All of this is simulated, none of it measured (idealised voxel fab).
process module | voxel local oxidation
cross-section cut | 210 nm wide | cells 5 nm
A cross-section is a grid of square cells, given in bands from the top down. A band is one or more rows of cells.
Each band's line starts with the height of the band's top and of its bottom, in nm. Then come its materials from left to right, each with its width in nm. One material with "throughout" fills the band from edge to edge. "air" is empty space.
Height 0 is the level under which the wafer as received is all one material. The lowest band goes on downwards, as in "0 down".
A width such as "30 to 40" changes by the same amount from each row of cells to the next, from the band's top row to its bottom row.
"no change" after a step means that no cell of the cross-section changed.
closed voids: empty space of 8 cells or more with no open way to the top, each as width x height at its distance from the left edge, in nm
after a step's settings: what the simulator itself notes on the step
overlay nm, on a step with a mask: how far to the right of its planned place the mask lay; to the left if negative
plan
1 op RECEIVE | material Si
2 op OXIDIZE | depth nm 5
3 op CONFORMAL_DEP | material SiN | thk nm 10
4 op MASKED_ETCH | tone cover | mask id ACTIVE | width nm 130 | etch materials SiN | depth nm 5 | overlay nm 0
5 op SELECTIVE_ETCH | etch materials SiO2 | depth nm 5
6 op OXIDIZE | depth nm 10
7 op STRIP | etch materials SiN
varied across the wafers: depth nm of step 4. The plan shows the first wafer's value. All wafers start alike
first wafer as received, after step 1
  0 down: Si throughout
  closed voids: none
each wafer at the end: cells of each material gained (+) or lost (-) since it was received, then its closed voids
depth nm 5 | -42 Si | +42 SiO2 | closed voids: none
depth nm 10 | -86 Si | +68 SiO2 | closed voids: none
depth nm 15 | -86 Si | +68 SiO2 | closed voids: none
depth nm 20 | -86 Si | +68 SiO2 | closed voids: none
depth nm 25 | -86 Si | +68 SiO2 | closed voids: none
